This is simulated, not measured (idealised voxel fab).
Module name: voxel ribs on slabs (process module)
Displayed cross-section: cut, width of 290 nm, square cells sized 5 nm.
This document writes a cross-section as a grid whose cells are square, and gives it as bands, listed from the top down; one or more rows of cells form a band.
Basically the band line says how high the top is and how high the bottom is, in nm, and then what's in it from left to right, every material with its width in nm. Empty space shows up as "empty", and if a single material carries "throughout" it runs the full band edge to edge.
For the purposes of this specification, 0 denotes the height below which the wafer in its as-received condition is composed wholly of one material, and the lowermost band, lacking a lower limit, extends downward without end, as expressed in "top 0, no bottom".
Graded width ("30..40"): value in top row of band = first number; value in bottom row = second number; row-to-row change constant.
It should be understood that the words "remains unaltered", when stated for a given step, signify that the cross-section underwent no change in any of its cells during that step.
"Closed-off voids" - sealed voids, min. 8 cells, no opening to top; format: width x height at distance (distance from left edge; nm throughout).
It should be noted that, on the line of a given step, the content following the step's settings is a remark produced by the simulator itself with respect to that step.
The line of a step may include "overlay nm". On a step with a mask, this value is how far to the right of its planned place the mask lay. A negative value means the mask lay to the left.
THESE ARE THE STEPS WE PLANNED FOR THE PROCESS
1) RECEIVE, material Si
2) DIRECTIONAL_DEP, material SiO2, thk nm 25
3) DIRECTIONAL_DEP, material polySi, thk nm 20
4) DIRECTIONAL_DEP, material aC, thk nm 15
5) PATTERN, tone cover, mask id RIB, material resist, width nm 15, thk nm 35, overlay nm 0
6) DIRECTIONAL_ETCH, etch materials aC, depth nm 15
7) STRIP, etch materials resist
8) DIRECTIONAL_ETCH, etch materials polySi, depth nm 5
9) STRIP, etch materials aC
10) DIRECTIONAL_DEP, material aC, thk nm 15
11) PATTERN, tone cover, mask id SLAB, material resist, width nm 85, thk nm 30, overlay nm 0
12) DIRECTIONAL_ETCH, etch materials aC, depth nm 15
13) STRIP, etch materials resist
14) DIRECTIONAL_ETCH, etch materials polySi, depth nm 15
15) STRIP, etch materials aC
16) FILL_DEP, material SiO2, thk nm 20
17) CMP, height nm 55
18) DIRECTIONAL_DEP, material TiN, thk nm 10
19) PATTERN, tone cover, mask id HEATER, material resist, width nm 35, thk nm 20, overlay nm 0
20) DIRECTIONAL_ETCH, etch materials TiN, depth nm 10
21) STRIP, etch materials resist
22) CONFORMAL_DEP, material SiO2, thk nm 10
The wafers are alike at the start. At step 5, their width nm differs. The plan lists the first wafer's value.
FIRST WAFER AS RECEIVED, AFTER STEP 1
top 0, no bottom | Si throughout
Closed-off voids: none
GAINED (+) OR LOST (-) CELLS OF EACH MATERIAL SINCE RECEIPT, THEN CLOSED VOIDS: ONE ROW PER WAFER, AT THE END OF THE MODULE
width nm 15; +708 SiO2; +14 TiN; +54 polySi; Closed-off voids: none
width nm 20; +707 SiO2; +14 TiN; +55 polySi; Closed-off voids: none
width nm 25; +706 SiO2; +14 TiN; +56 polySi; Closed-off voids: none
width nm 30; +705 SiO2; +14 TiN; +57 polySi; Closed-off voids: none
width nm 35; +704 SiO2; +14 TiN; +58 polySi; Closed-off voids: none
width nm 40; +703 SiO2; +14 TiN; +59 polySi; Closed-off voids: none
